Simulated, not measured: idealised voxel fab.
The name of this process module is voxel self aligned vias.
The figure presents cross-section cut, which has a width of 235 nm and is divided into square cells with an edge length of 5 nm.
Just so we're on the same page, the cross-sections are grids of square cells, and they're listed out in bands top to bottom, each band one or more rows deep.
Look at the band entry: it leads with the top's height and the bottom's height in nm. Then it lists the materials left to right, with a width in nm for each. The word "all across" on a single material says that material fills the band edge to edge. The word "empty" is empty space.
Heights are expressed relative to 0, this being the level below which the as-received wafer comprises one material exclusively. The lowest band is unbounded in the downward direction and is denoted as in "0 down".
Think of "30->40" as a width that walks from the first number to the second as you go down the band, top row to bottom row, taking equal-sized steps from row to row.
What does "all unchanged" mean for a step? It means no cell of the cross-section changed in that step.
Entry "Closed void inventory". Content: empty spaces with no open connection to the top, size 8 cells or greater. Each: width x height at distance. Distance: from left edge. Unit: nm.
It should be noted that, on the line of a given step, the content following the step's settings is a remark produced by the simulator itself with respect to that step.
overlay nm: mask offset rightward from planned place, masked step; negative means leftward offset.
## The following list gives the planned process steps
1 RECEIVE,material Si
2 CONFORMAL_DEP,material SiO2,thk nm 10
3 CONFORMAL_DEP,material SiCN,thk nm 5
4 DIRECTIONAL_DEP,material lowk,thk nm 30
5 DIRECTIONAL_DEP,material aC,thk nm 10
6 PATTERN,tone open,mask id LINES,material resist,width nm 20,pitch nm 55,thk nm 30,overlay nm 0
7 DIRECTIONAL_ETCH,etch materials aC,depth nm 10
8 STRIP,etch materials resist
9 DIRECTIONAL_ETCH,etch materials lowk,depth nm 30
10 STRIP,etch materials aC
11 CONFORMAL_DEP,material TiN,thk nm 5
12 FILL_DEP,material Ru,thk nm 10
13 CMP,height nm 45
14 SELECTIVE_ETCH,etch materials W Ru TiN,depth nm 10
15 FILL_DEP,material SiN,thk nm 10
16 CMP,height nm 45
17 DIRECTIONAL_DEP,material lowk,thk nm 15
18 PATTERN,tone open,mask id VIAS,material resist,width nm 30,pitch nm 110,thk nm 15,overlay nm 0
19 DIRECTIONAL_ETCH,etch materials lowk,depth nm 15
20 DIRECTIONAL_ETCH,etch materials SiN,depth nm 10
21 STRIP,etch materials resist
22 CONFORMAL_DEP,material TiN,thk nm 5
23 FILL_DEP,material Cu,thk nm 5
24 CMP,height nm 60
25 CONFORMAL_DEP,material SiN,thk nm 5
## Here's what the wafer looked like in cross-section when it arrived - that's after step 1
> 0 down | Si all across
> Closed void inventory: none
## Below is the wafer in cross-section after the module was completed. It began from the starting point shown above and followed the plan shown above, except that one mistake was made while running it
> 65 to 60 | SiN all across
> 60 to 50 | lowk 45 nm; TiN 5 nm; Cu 20 nm; TiN 5 nm; lowk 80 nm; TiN 5 nm; Cu 20 nm; TiN 5 nm; lowk 50 nm
> 50 to 45 | lowk 45 nm; TiN 10 nm; Cu 10 nm; TiN 10 nm; lowk 80 nm; TiN 10 nm; Cu 10 nm; TiN 10 nm; lowk 50 nm
> 45 to 40 | lowk 50 nm; TiN 5 nm; Cu 10 nm; TiN 5 nm; lowk 35 nm; SiN 20 nm; lowk 35 nm; TiN 5 nm; Cu 10 nm; TiN 5 nm; lowk 55 nm
> 40 to 35 | lowk 50 nm; TiN 20 nm; lowk 35 nm; SiN 20 nm; lowk 35 nm; TiN 20 nm; lowk 55 nm
> 35 to 20 | lowk 50 nm; TiN 5 nm; Ru 10 nm; TiN 5 nm; lowk 35 nm; TiN 5 nm; Ru 10 nm; TiN 5 nm; lowk 35 nm; TiN 5 nm; Ru 10 nm; TiN 5 nm; lowk 55 nm
> 20 to 15 | lowk 50 nm; TiN 20 nm; lowk 35 nm; TiN 20 nm; lowk 35 nm; TiN 20 nm; lowk 55 nm
> 15 to 5 | SiO2 all across
> 5 to 0 | SiCN all across
> 0 down | Si all across
> Closed void inventory: none
It is concluded that the wafer was processed incorrectly with respect to the plan, in that the processing plan was not followed for steps 2 and 3, which were run with their positions exchanged
